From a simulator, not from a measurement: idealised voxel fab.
process module | voxel capacitor over wiring
cross-section cut | 205 nm wide | cells 5 nm
A cross-section is a grid of square cells, given in bands from the top down. A band is one or more rows of cells.
Each band's line starts with the height of the band's top and of its bottom, in nm. Then come its materials from left to right, each with its width in nm. One material with "throughout" fills the band from edge to edge. "air" is empty space.
Height 0 is the level under which the wafer as received is all one material. The lowest band goes on downwards, as in "0 down".
A width such as "30 to 40" changes by the same amount from each row of cells to the next, from the band's top row to its bottom row.
"no change" after a step means that no cell of the cross-section changed.
closed voids: empty space of 8 cells or more with no open way to the top, each as width x height at its distance from the left edge, in nm
after a step's settings: what the simulator itself notes on the step
overlay nm, on a step with a mask: how far to the right of its planned place the mask lay; to the left if negative
plan
1 op RECEIVE | material Si
2 op CONFORMAL_DEP | material SiO2 | thk nm 15
3 op CONFORMAL_DEP | material SiCN | thk nm 5
4 op DIRECTIONAL_DEP | material lowk | thk nm 25
5 op MASKED_ETCH | tone open | mask id METAL_1 | width nm 25 | pitch nm 90 | etch materials lowk | depth nm 25 | overlay nm 0
6 op MASKED_ETCH | tone open | mask id METAL_1 | width nm 25 | pitch nm 90 | etch materials SiCN | depth nm 5 | overlay nm 0
7 op CONFORMAL_DEP | material TiN | thk nm 5
8 op FILL_DEP | material Cu | thk nm 5
9 op CMP | height nm 45
10 op CONFORMAL_DEP | material SiCN | thk nm 5
11 op DIRECTIONAL_DEP | material lowk | thk nm 10
12 op DIRECTIONAL_DEP | material aC | thk nm 15
13 op PATTERN | tone open | mask id PLUG_1 | material resist | width nm 15 | thk nm 30 | overlay nm 0
14 op DIRECTIONAL_ETCH | etch materials aC | depth nm 15
15 op STRIP | etch materials resist
16 op DIRECTIONAL_ETCH | etch materials lowk | depth nm 10
17 op DIRECTIONAL_ETCH | etch materials SiCN | depth nm 5
18 op STRIP | etch materials aC
19 op EPI | material Ru | thk nm 10
20 op EPI | material Ru | thk nm 5
21 op DIRECTIONAL_DEP | material TiN | thk nm 5
22 op DIRECTIONAL_DEP | material SiN | thk nm 5
23 op DIRECTIONAL_DEP | material TiN | thk nm 5
24 op PATTERN | tone cover | mask id UPPER_PLATE | material resist | width nm 70 | thk nm 15 | overlay nm 0
25 op DIRECTIONAL_ETCH | etch materials TiN | depth nm 5
26 op DIRECTIONAL_ETCH | etch materials SiN | depth nm 5
27 op STRIP | etch materials resist
28 op DIRECTIONAL_DEP | material aC | thk nm 15
29 op PATTERN | tone cover | mask id LOWER_PLATE | material resist | width nm 80 | thk nm 35 | overlay nm 0
30 op DIRECTIONAL_ETCH | etch materials aC | depth nm 15
31 op STRIP | etch materials resist
32 op DIRECTIONAL_ETCH | etch materials TiN | depth nm 5
33 op STRIP | etch materials aC
34 op FILL_DEP | material SiO2 | thk nm 20
35 op CMP | height nm 90
36 op DIRECTIONAL_DEP | material aC | thk nm 15
37 op PATTERN | tone open | mask id PLUG_2 | material resist | width nm 15 | thk nm 35 | overlay nm 0
38 op DIRECTIONAL_ETCH | etch materials aC | depth nm 15
39 op STRIP | etch materials resist
40 op DIRECTIONAL_ETCH | etch materials SiO2 | depth nm 15
41 op STRIP | etch materials aC
42 op CONFORMAL_DEP | material TiN | thk nm 5
43 op FILL_DEP | material Cu | thk nm 10
44 op CMP | height nm 90
45 op CONFORMAL_DEP | material SiCN | thk nm 5
as received, after step 1
  0 down: Si throughout
  closed voids: none
a wafer at the end: this start, this plan, one mistake
  95 to 90: SiCN throughout
  90 to 80: SiO2 75 | TiN 5 | Cu 5 | TiN 5 | SiO2 115
  80 to 70: SiO2 75 to 55 | TiN 15 to 70 | SiO2 115 to 80
  70 to 65: SiO2 55 | SiN 70 | SiO2 80
  65 to 60: SiO2 50 | TiN 80 | SiO2 75
  60 to 50: lowk 55 | Ru 15 | lowk 135
  50 to 45: SiCN 55 | Ru 15 | SiCN 135
  45 to 20: lowk 45 | TiN 5 | Cu 15 | TiN 5 | lowk 65 | TiN 5 | Cu 15 | TiN 5 | lowk 45
  20 to 15: SiCN 45 | TiN 25 | SiCN 65 | TiN 25 | SiCN 45
  15 to 0: SiO2 throughout
  0 down: Si throughout
  closed voids: none
what went wrong: step 37 ran as: op PATTERN | tone open | mask id PLUG_2 | material resist | width nm 15 | thk nm 35 | overlay nm 10
